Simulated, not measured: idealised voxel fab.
This is a process module. Its name is voxel spacer lines.
FYI the section here is cut, 300 nm wide, cells are 5 nm squares.
How to read a cross-section here: the picture is a grid of square cells, written as bands going from the top down, and any band can span one or more rows of cells. Heights first: top, then bottom, in nm. Then materials, left to right, each with a width in nm. "everywhere" on a single material: fills the band edge to edge. "blank": empty space. Heads up on the height convention: 0 is the point under which the incoming wafer is all one material, and the lowest band has no bottom, it just keeps going down, like "0 nm and below". Note: "30..40" means the width goes from the first number (top row of the band) to the second number (bottom row) in equal steps per row of cells. Step marked "remained unchanged"? Then no cell in the cross-section changed in it. Closed empty spaces (no open way to the top) of 8 cells or more are what "Unvented voids" lists, each as width x height at distance from the left edge, nm for all three. Read whatever lies past the settings on a step's line as the simulator's own remark about the step. What "overlay nm" on a step's line means: if the step has a mask, that mask lay this far to the right of its planned place, or, when the value is negative, to the left.

These are the steps we planned for the process:
step 1: RECEIVE,material Si
step 2: CONFORMAL_DEP,material Al2O3,thk nm 5
step 3: DIRECTIONAL_DEP,material polySi,thk nm 20
step 4: DIRECTIONAL_DEP,material aC,thk nm 20
step 5: PATTERN,tone cover,mask id MANDREL,material resist,width nm 15,pitch nm 80,thk nm 25,overlay nm 0
step 6: DIRECTIONAL_ETCH,etch materials aC,depth nm 20
step 7: STRIP,etch materials resist
step 8: CONFORMAL_DEP,material SiN,thk nm 15
step 9: DIRECTIONAL_ETCH,etch materials SiN,depth nm 15
step 10: STRIP,etch materials aC
step 11: DIRECTIONAL_ETCH,etch materials polySi,depth nm 20
step 12: STRIP,etch materials SiN
step 13: FILL_DEP,material SiO2,thk nm 5
step 14: CMP,height nm 25
The plan shows the width nm of step 5 as the first wafer had it; this setting differs between the wafers, which start out alike.

Incoming state of the first of several wafers in cross-section: after step 1:
* 0 nm and below = Si everywhere
* Unvented voids: none

Quick key for the table: a row per wafer, taken at the end of the module. For each material it tells you how many cells the wafer gained (+) or lost (-) since it came in, and the closed voids come after:
width nm 15, +60 Al2O3, +192 SiO2, +48 polySi, Unvented voids: none
width nm 20, +60 Al2O3, +192 SiO2, +48 polySi, Unvented voids: none
width nm 25, +60 Al2O3, +192 SiO2, +48 polySi, Unvented voids: none
width nm 30, +60 Al2O3, +192 SiO2, +48 polySi, Unvented voids: none
width nm 35, +60 Al2O3, +192 SiO2, +48 polySi, Unvented voids: none
width nm 40, +60 Al2O3, +192 SiO2, +48 polySi, Unvented voids: none
